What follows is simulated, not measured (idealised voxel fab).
Module name: voxel capacitor over wiring (process module)
The cross-section shown here is cut; it is 150 nm wide and divided into square cells measuring 5 nm on a side.
In what follows, cross-sections appear as grids of square cells, described through bands that run from the top down, where every band is one or more rows of cells. Within each band entry, the heights of the top and of the bottom of the band appear first, in that order and in nm; the materials of the band then follow from left to right, each with its corresponding width in nm. The designation "edge to edge" on a single material indicates that it fills the band from edge to edge; the designation "blank" indicates empty space. Note: height 0 marks the level under which the wafer is uniformly one material as received. Lowest band unbounded below, written "top 0, no bottom". Width spec "30 to 40" -> top row of cells at first value, bottom row at second value, equal per-row change in between. It should be understood that the words "nothing altered", when stated for a given step, signify that the cross-section underwent no change in any of its cells during that step. "Enclosed void list" enumerates empty spaces isolated from the top, with no open way to it, that contain at least 8 cells, giving each as width x height at distance from the left edge, all three in nm. Heads up: the bit after the settings on a step's line is the simulator's remark on that step. overlay nm: how far to the right of its planned place the mask lay on this masked step (negative: to the left).
Below is the list of planned process steps:
- 1: RECEIVE,material Si
- 2: CONFORMAL_DEP,material SiO2,thk nm 15
- 3: CONFORMAL_DEP,material SiCN,thk nm 5
- 4: DIRECTIONAL_DEP,material SiO2,thk nm 25
- 5: PATTERN,tone open,mask id METAL_1,material resist,width nm 20,pitch nm 90,thk nm 15,overlay nm 0
- 6: DIRECTIONAL_ETCH,etch materials SiO2,depth nm 25
- 7: DIRECTIONAL_ETCH,etch materials SiCN,depth nm 5
- 8: STRIP,etch materials resist
- 9: CONFORMAL_DEP,material TiN,thk nm 5
- 10: FILL_DEP,material W,thk nm 10
- 11: CMP,height nm 45
- 12: CONFORMAL_DEP,material SiCN,thk nm 5
- 13: DIRECTIONAL_DEP,material lowk,thk nm 10
- 14: MASKED_ETCH,tone open,mask id PLUG_1,width nm 15,etch materials lowk,depth nm 10,overlay nm 0
- 15: MASKED_ETCH,tone open,mask id PLUG_1,width nm 15,etch materials SiCN,depth nm 5,overlay nm 0
- 16: EPI,material Ru,thk nm 10
- 17: EPI,material Ru,thk nm 5
- 18: DIRECTIONAL_DEP,material TiN,thk nm 10
- 19: DIRECTIONAL_DEP,material HfO2,thk nm 5
- 20: DIRECTIONAL_DEP,material TiN,thk nm 10
- 21: MASKED_ETCH,tone cover,mask id UPPER_PLATE,width nm 75,etch materials TiN,depth nm 10,overlay nm 0
- 22: MASKED_ETCH,tone cover,mask id UPPER_PLATE,width nm 75,etch materials HfO2,depth nm 5,overlay nm 0
- 23: DIRECTIONAL_DEP,material aC,thk nm 15
- 24: PATTERN,tone cover,mask id LOWER_PLATE,material resist,width nm 85,thk nm 35,overlay nm 0
- 25: DIRECTIONAL_ETCH,etch materials aC,depth nm 15
- 26: STRIP,etch materials resist
- 27: DIRECTIONAL_ETCH,etch materials TiN,depth nm 10
- 28: STRIP,etch materials aC
- 29: FILL_DEP,material SiO2,thk nm 20
- 30: CMP,height nm 100
- 31: MASKED_ETCH,tone open,mask id PLUG_2,width nm 15,etch materials SiO2,depth nm 15,overlay nm 0
- 32: CONFORMAL_DEP,material TiN,thk nm 5
- 33: FILL_DEP,material Cu,thk nm 5
- 34: CMP,height nm 100
- 35: CONFORMAL_DEP,material SiCN,thk nm 5
Received-state cross-section, reflecting completion of step 1:
	top 0, no bottom | Si edge to edge
	Enclosed void list: none
The first of the two wafers as seen in cross-section once the module was finished; processing followed the plan:
	top 105, bottom 100 | SiCN edge to edge
	top 100, bottom 90 | SiO2: 35  TiN: 5  Cu: 5  TiN: 5  SiO2: 100
	top 90, bottom 85 | SiO2: 35  TiN: 15  SiO2: 100
	top 85, bottom 75 | SiO2: 25  TiN: 75  SiO2: 50
	top 75, bottom 70 | SiO2: 25  HfO2: 75  SiO2: 50
	top 70, bottom 60 | SiO2: 20  TiN: 85  SiO2: 45
	top 60, bottom 50 | lowk: 25  Ru: 15  lowk: 110
	top 50, bottom 45 | SiCN: 25  Ru: 15  SiCN: 110
	top 45, bottom 20 | SiO2: 20  TiN: 5  W: 10  TiN: 5  SiO2: 70  TiN: 5  W: 10  TiN: 5  SiO2: 20
	top 20, bottom 15 | SiCN: 20  TiN: 20  SiCN: 70  TiN: 20  SiCN: 20
	top 15, bottom 0 | SiO2 edge to edge
	top 0, no bottom | Si edge to edge
	Enclosed void list: none
Presented here is a cross-section of the second of the two wafers as it stood at the end of the module. It was started in the same manner and assigned the same plan as the first wafer; however, one mistake was made in its execution:
	top 105, bottom 100 | SiCN edge to edge
	top 100, bottom 75 | TiN edge to edge
	top 75, bottom 70 | TiN: 25  HfO2: 75  TiN: 50
	top 70, bottom 60 | TiN edge to edge
	top 60, bottom 50 | lowk: 25  Ru: 15  lowk: 110
	top 50, bottom 45 | SiCN: 25  Ru: 15  SiCN: 110
	top 45, bottom 20 | SiO2: 20  TiN: 5  W: 10  TiN: 5  SiO2: 70  TiN: 5  W: 10  TiN: 5  SiO2: 20
	top 20, bottom 15 | SiCN: 20  TiN: 20  SiCN: 70  TiN: 20  SiCN: 20
	top 15, bottom 0 | SiO2 edge to edge
	top 0, no bottom | Si edge to edge
	Enclosed void list: none
Error vs. plan: step 29 did not happen as planned, as run it was FILL_DEP,material TiN,thk nm 20
Looking at both finished wafers in cells, the second ends up ahead of or behind the first on some materials: Cu: 2 fewer | SiO2: 152 fewer | TiN: 154 more
